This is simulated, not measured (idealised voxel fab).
process module | voxel wiring stack
cross-section cut | 210 nm wide | cells 5 nm
A cross-section is a grid of square cells, given in bands from the top down. A band is one or more rows of cells.
Each band's line starts with the height of the band's top and of its bottom, in nm. Then come its materials from left to right, each with its width in nm. One material with "throughout" fills the band from edge to edge. "air" is empty space.
Height 0 is the level under which the wafer as received is all one material. The lowest band goes on downwards, as in "0 down".
A width such as "30 to 40" changes by the same amount from each row of cells to the next, from the band's top row to its bottom row.
"no change" after a step means that no cell of the cross-section changed.
closed voids: empty space of 8 cells or more with no open way to the top, each as width x height at its distance from the left edge, in nm
after a step's settings: what the simulator itself notes on the step
overlay nm, on a step with a mask: how far to the right of its planned place the mask lay; to the left if negative
plan
1 op RECEIVE | material Si
2 op CONFORMAL_DEP | material SiO2 | thk nm 15
3 op CONFORMAL_DEP | material SiCN | thk nm 5
4 op DIRECTIONAL_DEP | material SiO2 | thk nm 25
5 op PATTERN | tone open | mask id METAL_1 | material resist | width nm 20 | pitch nm 35 | thk nm 20 | overlay nm 0
6 op DIRECTIONAL_ETCH | etch materials SiO2 | depth nm 25
7 op DIRECTIONAL_ETCH | etch materials SiCN | depth nm 5
8 op STRIP | etch materials resist
9 op CONFORMAL_DEP | material TiN | thk nm 5
10 op FILL_DEP | material Cu | thk nm 5
11 op CMP | height nm 45
12 op CONFORMAL_DEP | material SiCN | thk nm 5
13 op DIRECTIONAL_DEP | material SiO2 | thk nm 30
14 op DIRECTIONAL_DEP | material aC | thk nm 10
15 op PATTERN | tone open | mask id METAL_2_HOLES | material resist | width nm 15 | pitch nm 35 | thk nm 25 | overlay nm 0
16 op DIRECTIONAL_ETCH | etch materials aC | depth nm 10
17 op STRIP | etch materials resist
18 op DIRECTIONAL_ETCH | etch materials SiO2 | depth nm 30
19 op STRIP | etch materials aC
20 op DIRECTIONAL_DEP | material aC | thk nm 15
21 op PATTERN | tone open | mask id METAL_2 | material resist | width nm 20 | pitch nm 35 | thk nm 30 | overlay nm -15
22 op DIRECTIONAL_ETCH | etch materials aC | depth nm 15
23 op STRIP | etch materials resist
24 op DIRECTIONAL_ETCH | etch materials SiO2 | depth nm 20
25 op DIRECTIONAL_ETCH | etch materials SiCN | depth nm 5
26 op STRIP | etch materials aC
27 op CONFORMAL_DEP | material TiN | thk nm 5
28 op FILL_DEP | material Cu | thk nm 10
29 op CMP | height nm 80
30 op CONFORMAL_DEP | material SiCN | thk nm 5
31 op DIRECTIONAL_DEP | material SiO2 | thk nm 30
32 op MASKED_ETCH | tone open | mask id METAL_3_HOLES | width nm 15 | pitch nm 70 | etch materials SiO2 | depth nm 30 | overlay nm 0
33 op DIRECTIONAL_DEP | material aC | thk nm 15
34 op PATTERN | tone open | mask id METAL_3 | material resist | width nm 20 | pitch nm 35 | thk nm 35 | overlay nm 0
35 op DIRECTIONAL_ETCH | etch materials aC | depth nm 15
36 op STRIP | etch materials resist
37 op DIRECTIONAL_ETCH | etch materials SiO2 | depth nm 20
38 op DIRECTIONAL_ETCH | etch materials SiCN | depth nm 5
39 op STRIP | etch materials aC
40 op CONFORMAL_DEP | material TiN | thk nm 5
41 op FILL_DEP | material Cu | thk nm 5
42 op CMP | height nm 115
43 op CONFORMAL_DEP | material SiCN | thk nm 5
varied across the wafers: overlay nm of step 21. The plan shows the first wafer's value. All wafers start alike
first wafer as received, after step 1
  0 down: Si throughout
  closed voids: none
each wafer at the end: cells of each material gained (+) or lost (-) since it was received, then its closed voids
overlay nm -15 | +126 Cu | +142 SiCN | +564 SiO2 | +176 TiN | closed voids: none
overlay nm -10 | +114 Cu | +138 SiCN | +580 SiO2 | +176 TiN | closed voids: none
overlay nm -5 | +106 Cu | +134 SiCN | +596 SiO2 | +172 TiN | closed voids: none
overlay nm 0 | +106 Cu | +134 SiCN | +596 SiO2 | +172 TiN | closed voids: none
overlay nm 5 | +114 Cu | +138 SiCN | +580 SiO2 | +176 TiN | closed voids: none
overlay nm 10 | +126 Cu | +142 SiCN | +564 SiO2 | +176 TiN | closed voids: none
overlay nm 15 | +156 Cu | +146 SiCN | +548 SiO2 | +158 TiN | closed voids: none
